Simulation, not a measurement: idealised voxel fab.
You're looking at the process module voxel spacer lines.
Shown is cross-section cut, with a width of 235 nm and square cells of size 5 nm.
If you're reading a cross-section in this doc, picture square cells in a grid; it comes to you as bands, top ones listed first down to the bottom, and a band can be one or more rows of cells. Each band's line starts with the height of the band's top and of its bottom, in nm. Then come its materials from left to right, each with its width in nm. One material with "all across" fills the band from edge to edge. "empty" is empty space. Counting heights begins at 0, where everything beneath is, in the wafer as received, one material. The lowest band has no bottom; it goes on downwards, as "0 nm and below" shows. Think of "30 to 40" as a width that walks from the first number to the second as you go down the band, top row to bottom row, taking equal-sized steps from row to row. What does "no modifications" mean for a step? It means no cell of the cross-section changed in that step. Closed void inventory: empty space of 8 cells or more with no open way to the top, each as width x height at its distance from the left edge, in nm. Whatever follows a step's settings on its line is a remark the simulator itself makes about that step. overlay nm: right-of-plan distance of the mask on a masked step; negative values mean left-of-plan.

The steps planned for the process are as follows:
| 1 | RECEIVE (material Si) |
| 2 | CONFORMAL_DEP (material Al2O3; thk nm 5) |
| 3 | DIRECTIONAL_DEP (material W; thk nm 10) |
| 4 | DIRECTIONAL_DEP (material aC; thk nm 25) |
| 5 | PATTERN (tone cover; mask id MANDREL; material resist; width nm 15; pitch nm 60; thk nm 35; overlay nm 0) |
| 6 | DIRECTIONAL_ETCH (etch materials aC; depth nm 25) |
| 7 | STRIP (etch materials resist) |
| 8 | CONFORMAL_DEP (material SiO2; thk nm 15) |
| 9 | DIRECTIONAL_ETCH (etch materials SiO2; depth nm 15) |
| 10 | STRIP (etch materials aC) |
| 11 | DIRECTIONAL_ETCH (etch materials W; depth nm 10) |
| 12 | STRIP (etch materials SiO2) |
| 13 | FILL_DEP (material lowk; thk nm 10) |
| 14 | CMP (height nm 15) |

The first of a set of two wafers, run to plan:

Wafer as received: cross-section following step 1:
> 0 nm and below = Si all across
> Closed void inventory: none

The wafer, seen in cross-section, after step 2:
> 5 nm to 0 nm = Al2O3 all across
> Below a height of 0, the structure has not been altered.

The wafer, seen in cross-section, after step 3:
> 15 nm to 5 nm = W all across
> Below a height of 5, the structure has not been altered.

The wafer, seen in cross-section, after step 4:
> 40 nm to 15 nm = aC all across
> Below a height of 15, the structure has not been altered.

The wafer, seen in cross-section, after step 5:
> 75 nm to 40 nm = empty: 50; resist: 15; empty: 45; resist: 15; empty: 45; resist: 15; empty: 50
> Below a height of 40, the structure has not been altered.

The wafer, seen in cross-section, after step 6:
> 50 nm to 40 nm = empty: 50; resist: 15; empty: 45; resist: 15; empty: 45; resist: 15; empty: 50
> 40 nm to 15 nm = empty: 50; aC: 15; empty: 45; aC: 15; empty: 45; aC: 15; empty: 50
> Below a height of 15, the structure has not been altered.

The wafer, seen in cross-section, after step 7:
> 40 nm to 15 nm = empty: 50; aC: 15; empty: 45; aC: 15; empty: 45; aC: 15; empty: 50
> Below a height of 15, the structure has not been altered.

The wafer, seen in cross-section, after step 8:
> 55 nm to 40 nm = empty: 35; SiO2: 45; empty: 15; SiO2: 45; empty: 15; SiO2: 45; empty: 35
> 40 nm to 30 nm = empty: 35; SiO2: 15; aC: 15; SiO2: 15; empty: 15; SiO2: 15; aC: 15; SiO2: 15; empty: 15; SiO2: 15; aC: 15; SiO2: 15; empty: 35
> 30 nm to 15 nm = SiO2: 50; aC: 15; SiO2: 45; aC: 15; SiO2: 45; aC: 15; SiO2: 50
> Below a height of 15, the structure has not been altered.

The wafer, seen in cross-section, after step 9:
> 40 nm to 15 nm = empty: 35; SiO2: 15; aC: 15; SiO2: 15; empty: 15; SiO2: 15; aC: 15; SiO2: 15; empty: 15; SiO2: 15; aC: 15; SiO2: 15; empty: 35
> Below a height of 15, the structure has not been altered.

The wafer, seen in cross-section, after step 10:
> 40 nm to 15 nm = empty: 35; SiO2: 15; empty: 15; SiO2: 15; empty: 15; SiO2: 15; empty: 15; SiO2: 15; empty: 15; SiO2: 15; empty: 15; SiO2: 15; empty: 35
> Below a height of 15, the structure has not been altered.

The wafer, seen in cross-section, after step 11:
> 40 nm to 15 nm = empty: 35; SiO2: 15; empty: 15; SiO2: 15; empty: 15; SiO2: 15; empty: 15; SiO2: 15; empty: 15; SiO2: 15; empty: 15; SiO2: 15; empty: 35
> 15 nm to 5 nm = empty: 35; W: 15; empty: 15; W: 15; empty: 15; W: 15; empty: 15; W: 15; empty: 15; W: 15; empty: 15; W: 15; empty: 35
> Below a height of 5, the structure has not been altered.

The wafer, seen in cross-section, after step 12:
> 15 nm to 5 nm = empty: 35; W: 15; empty: 15; W: 15; empty: 15; W: 15; empty: 15; W: 15; empty: 15; W: 15; empty: 15; W: 15; empty: 35
> Below a height of 5, the structure has not been altered.

The wafer, seen in cross-section, after step 13:
> 25 nm to 15 nm = lowk all across
> 15 nm to 5 nm = lowk: 35; W: 15; lowk: 15; W: 15; lowk: 15; W: 15; lowk: 15; W: 15; lowk: 15; W: 15; lowk: 15; W: 15; lowk: 35
> Below a height of 5, the structure has not been altered.

The wafer, seen in cross-section, after step 14:
> 15 nm to 5 nm = lowk: 35; W: 15; lowk: 15; W: 15; lowk: 15; W: 15; lowk: 15; W: 15; lowk: 15; W: 15; lowk: 15; W: 15; lowk: 35
> Below a height of 5, the structure has not been altered.

Second wafer, same starting conditions and recipe as the first, one mistake in executing it, nothing differs from the first up to and including step 13:

The second wafer in cross-section, at the planned close of step 14:
> 5 nm to 0 nm = Al2O3 all across
> Below a height of 0, the structure has not been altered.
Processing error: planned and actual differ for step 14; actual: CMP (height nm 5)
It is noted that, at the conclusion of processing, the second wafer exhibits a higher or lower cell count for certain materials relative to the first: W -36, lowk -58
